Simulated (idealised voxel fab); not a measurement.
process module | voxel capacitor over wiring
cross-section cut | 300 nm wide | cells 5 nm
A cross-section is a grid of square cells, given in bands from the top down. A band is one or more rows of cells.
Each band's line starts with the height of the band's top and of its bottom, in nm. Then come its materials from left to right, each with its width in nm. One material with "throughout" fills the band from edge to edge. "air" is empty space.
Height 0 is the level under which the wafer as received is all one material. The lowest band goes on downwards, as in "0 down".
A width such as "30 to 40" changes by the same amount from each row of cells to the next, from the band's top row to its bottom row.
"no change" after a step means that no cell of the cross-section changed.
closed voids: empty space of 8 cells or more with no open way to the top, each as width x height at its distance from the left edge, in nm
after a step's settings: what the simulator itself notes on the step
overlay nm, on a step with a mask: how far to the right of its planned place the mask lay; to the left if negative
plan
1 op RECEIVE | material Si
2 op CONFORMAL_DEP | material SiO2 | thk nm 15
3 op CONFORMAL_DEP | material SiN | thk nm 5
4 op DIRECTIONAL_DEP | material lowk | thk nm 20
5 op DIRECTIONAL_DEP | material aC | thk nm 15
6 op PATTERN | tone open | mask id METAL_1 | material resist | width nm 20 | pitch nm 85 | thk nm 30 | overlay nm 0
7 op DIRECTIONAL_ETCH | etch materials aC | depth nm 15
8 op STRIP | etch materials resist
9 op DIRECTIONAL_ETCH | etch materials lowk | depth nm 20
10 op DIRECTIONAL_ETCH | etch materials SiN | depth nm 5
11 op STRIP | etch materials aC
12 op CONFORMAL_DEP | material TiN | thk nm 5
13 op FILL_DEP | material Cu | thk nm 10
14 op CMP | height nm 40
15 op CONFORMAL_DEP | material SiCN | thk nm 5
16 op DIRECTIONAL_DEP | material lowk | thk nm 20
17 op PATTERN | tone open | mask id PLUG_1 | material resist | width nm 15 | thk nm 20 | overlay nm 0
18 op DIRECTIONAL_ETCH | etch materials lowk | depth nm 20
19 op DIRECTIONAL_ETCH | etch materials SiCN | depth nm 5
20 op STRIP | etch materials resist
21 op EPI | material Ru | thk nm 10
22 op EPI | material Ru | thk nm 10
23 op EPI | material Ru | thk nm 5
24 op DIRECTIONAL_DEP | material TiN | thk nm 5
25 op DIRECTIONAL_DEP | material SiN | thk nm 5
26 op DIRECTIONAL_DEP | material TiN | thk nm 5
27 op PATTERN | tone cover | mask id UPPER_PLATE | material resist | width nm 70 | thk nm 15 | overlay nm 0
28 op DIRECTIONAL_ETCH | etch materials TiN | depth nm 10
29 op DIRECTIONAL_ETCH | etch materials SiN | depth nm 5
30 op STRIP | etch materials resist
31 op MASKED_ETCH | tone cover | mask id LOWER_PLATE | width nm 80 | etch materials TiN | depth nm 5 | overlay nm 0
32 op FILL_DEP | material SiO2 | thk nm 20
33 op CMP | height nm 100
34 op MASKED_ETCH | tone open | mask id PLUG_2 | width nm 15 | etch materials SiO2 | depth nm 15 | overlay nm 0
35 op CONFORMAL_DEP | material TiN | thk nm 5
36 op FILL_DEP | material Cu | thk nm 10
37 op CMP | height nm 100
38 op CONFORMAL_DEP | material SiCN | thk nm 5
varied across the wafers: thk nm of step 26. The plan shows the first wafer's value. All wafers start alike
first wafer as received, after step 1
  0 down: Si throughout
  closed voids: none
each wafer at the end: cells of each material gained (+) or lost (-) since it was received, then its closed voids
thk nm 5 | +18 Cu | +15 Ru | +117 SiCN | +66 SiN | +547 SiO2 | +61 TiN | +436 lowk | closed voids: none
thk nm 10 | +18 Cu | +15 Ru | +117 SiCN | +66 SiN | +533 SiO2 | +75 TiN | +436 lowk | closed voids: none
thk nm 15 | +17 Cu | +15 Ru | +117 SiCN | +112 SiN | +430 SiO2 | +133 TiN | +436 lowk | closed voids: none
thk nm 20 | +16 Cu | +15 Ru | +117 SiCN | +112 SiN | +373 SiO2 | +191 TiN | +436 lowk | closed voids: none
thk nm 25 | +16 Cu | +15 Ru | +117 SiCN | +112 SiN | +316 SiO2 | +248 TiN | +436 lowk | closed voids: none
